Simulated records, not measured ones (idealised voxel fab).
Module name: voxel double patterning (process module)
We display cut, a cross-section 255 nm in width whose square cells are each 5 nm.
Cross-sections here: square-cell grids, written as top-down lists of bands, a band being one or more rows of cells. Within each band entry, the heights of the top and of the bottom of the band appear first, in that order and in nm; the materials of the band then follow from left to right, each with its corresponding width in nm. The designation "throughout" on a single material indicates that it fills the band from edge to edge; the designation "blank" indicates empty space. A quick word on heights: they are counted from 0, and under that level the wafer as it came to us is one material throughout. The lowest band is different from the rest in having no bottom; it simply continues downward, written as in "0 down". Width: "30->40" (first number = top row, second number = bottom row, same change from row to row of cells). The designation "remained the same", where it is given for a processing step, indicates that no cell of the cross-section was altered in the course of that step. The label "Sealed internal cavities" introduces a list of the empty spaces, 8 cells or larger, that have no open way up to the top; each entry in it reads width x height at distance, where the distance is taken from the left edge and all three are stated in nm. If you see something after the settings on a step's line, that's the simulator's own remark about that step. If you see "overlay nm" on a step's line and that step has a mask, it's telling you how far right of where it was planned the mask ended up; a negative number means it went left instead.
-- Steps in the process plan
1,RECEIVE: material Si
2,CONFORMAL_DEP: material SiO2, thk nm 5
3,DIRECTIONAL_DEP: material TiN, thk nm 10
4,DIRECTIONAL_DEP: material SiCN, thk nm 5
5,PATTERN: tone open, mask id FIRST, material resist, width nm 15, pitch nm 50, thk nm 15, overlay nm 0
6,DIRECTIONAL_ETCH: etch materials SiCN, depth nm 5
7,STRIP: etch materials resist
8,MASKED_ETCH: tone open, mask id SECOND, width nm 15, etch materials SiCN, depth nm 5, overlay nm 0
9,DIRECTIONAL_ETCH: etch materials TiN, depth nm 10
10,STRIP: etch materials SiCN
Variable across wafers: step 5 width nm (plan value is that of the first wafer; starting state common to all).
-- Cross-section: the first of several wafers in its as-received state, i.e. following step 1
0 down  Si throughout
Sealed internal cavities: none
-- First of several wafers, sectioned at end of module (last step: step 10)
15 to 5  95 nm TiN / 15 nm blank / 10 nm TiN / 15 nm blank / 10 nm TiN / 15 nm blank / 95 nm TiN
5 to 0  SiO2 throughout
0 down  Si throughout
Sealed internal cavities: none
-- Cross-sectional depiction of the last of several wafers upon completion of the module
15 to 5  90 nm TiN / 45 nm blank / 5 nm TiN / 30 nm blank / 85 nm TiN
5 to 0  SiO2 throughout
0 down  Si throughout
Sealed internal cavities: none
-- Below, a row for every wafer. Read it as the end-of-module picture: for each material the wafer shows its cells gained (+) or lost (-) since it was received, and then its closed voids
width nm 15, +51 SiO2, +84 TiN, Sealed internal cavities: none
width nm 20, +51 SiO2, +80 TiN, Sealed internal cavities: none
width nm 25, +51 SiO2, +76 TiN, Sealed internal cavities: none
width nm 30, +51 SiO2, +72 TiN, Sealed internal cavities: none
